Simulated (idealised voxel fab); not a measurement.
Process module heading - voxel self aligned vias
This is section cut - it's 300 nm across, gridded in 5 nm square cells.
Heads up, the way a cross-section reads in here is a grid of square cells, handed over as bands from the top down, with every band being one or more rows of cells. The band entry comprises the height of the band's top followed by the height of its bottom, expressed in nm, and subsequently the band's materials from left to right, each stated together with its width in nm. Where a single material is marked with the word "everywhere", that material fills the band from edge to edge. The word "blank" represents empty space. Height reference: 0 = level under which incoming wafer is all one material. Lowest band: no bottom, runs on downward, e.g. "from 0 down". When a width is written as two numbers, as in "30->40", the first number is the width in the top row of cells of the band and the second is the width in its bottom row, and the width changes by the same amount from each row to the next. Any step labelled "nothing was modified" changed none of the cells in the cross-section. Closed void listing: empty space of 8 cells or more with no open way to the top, each as width x height at its distance from the left edge, in nm. Read whatever lies past the settings on a step's line as the simulator's own remark about the step. overlay nm: where the mask lay relative to plan, measured to the right, on steps with a mask; negatives go left.

**Intended process steps**
1 RECEIVE,material Si
2 CONFORMAL_DEP,material SiO2,thk nm 10
3 CONFORMAL_DEP,material SiCN,thk nm 5
4 DIRECTIONAL_DEP,material SiO2,thk nm 25
5 DIRECTIONAL_DEP,material aC,thk nm 15
6 PATTERN,tone open,mask id LINES,material resist,width nm 30,pitch nm 60,thk nm 30,overlay nm 0
7 DIRECTIONAL_ETCH,etch materials aC,depth nm 15
8 STRIP,etch materials resist
9 DIRECTIONAL_ETCH,etch materials SiO2,depth nm 25
10 STRIP,etch materials aC
11 CONFORMAL_DEP,material TiN,thk nm 5
12 FILL_DEP,material W,thk nm 5
13 CMP,height nm 40
14 SELECTIVE_ETCH,etch materials W Ru TiN,depth nm 10
15 FILL_DEP,material SiN,thk nm 10
16 CMP,height nm 40
17 DIRECTIONAL_DEP,material SiO2,thk nm 20
18 MASKED_ETCH,tone open,mask id VIAS,width nm 40,pitch nm 120,etch materials SiO2,depth nm 20,overlay nm 0
19 MASKED_ETCH,tone open,mask id VIAS,width nm 40,pitch nm 120,etch materials SiN,depth nm 10,overlay nm 0
20 CONFORMAL_DEP,material TiN,thk nm 5
21 FILL_DEP,material W,thk nm 5
22 CMP,height nm 60
23 CONFORMAL_DEP,material SiN,thk nm 5

**Step 1 complete: cross-section of the wafer as received**
	from 0 down: Si everywhere
	Closed void listing: none

**Here's the cross-section of the first of our two wafers at the end of the module - it ran as planned**
	from 65 to 60: SiN everywhere
	from 60 to 45: SiO2=70; TiN=5; W=30; TiN=5; SiO2=80; TiN=5; W=30; TiN=5; SiO2=70
	from 45 to 40: SiO2=70; TiN=10; W=20; TiN=10; SiO2=80; TiN=10; W=20; TiN=10; SiO2=70
	from 40 to 35: SiO2=75; TiN=5; W=20; TiN=5; SiO2=30; SiN=30; SiO2=30; TiN=5; W=20; TiN=5; SiO2=75
	from 35 to 30: SiO2=75; TiN=30; SiO2=30; SiN=30; SiO2=30; TiN=30; SiO2=75
	from 30 to 20: SiO2=75; TiN=5; W=20; TiN=5; SiO2=30; TiN=5; W=20; TiN=5; SiO2=30; TiN=5; W=20; TiN=5; SiO2=75
	from 20 to 15: SiO2=75; TiN=30; SiO2=30; TiN=30; SiO2=30; TiN=30; SiO2=75
	from 15 to 10: SiCN everywhere
	from 10 to 0: SiO2 everywhere
	from 0 down: Si everywhere
	Closed void listing: none

**This cross-section belongs to the second wafer of two at the end of the module; the start and the plan were shared with the first, and the run included one mistake**
	from 65 to 60: SiN everywhere
	from 60 to 45: SiO2=70; TiN=5; W=30; TiN=5; SiO2=80; TiN=5; W=30; TiN=5; SiO2=70
	from 45 to 40: SiO2=70; TiN=40; SiO2=80; TiN=40; SiO2=70
	from 40 to 30: SiN=70; TiN=5; SiO2=30; TiN=5; SiN=25; SiO2=30; SiN=25; TiN=5; SiO2=30; TiN=5; SiN=70
	from 30 to 20: W=70; TiN=5; SiO2=30; TiN=5; W=20; TiN=5; SiO2=30; TiN=5; W=20; TiN=5; SiO2=30; TiN=5; W=70
	from 20 to 15: TiN=75; SiO2=30; TiN=30; SiO2=30; TiN=30; SiO2=30; TiN=75
	from 15 to 10: SiCN everywhere
	from 10 to 0: SiO2 everywhere
	from 0 down: Si everywhere
	Closed void listing: none
Finding, execution versus plan: it should be noted that step 6 was executed with settings other than those planned, the operation and settings actually applied being PATTERN,tone cover,mask id LINES,material resist,width nm 30,pitch nm 60,thk nm 30,overlay nm 0
Wrapping up, a cell-based count of both wafers puts the second over or under the first for these materials: SiN +64, SiO2 -120, TiN +24, W +32
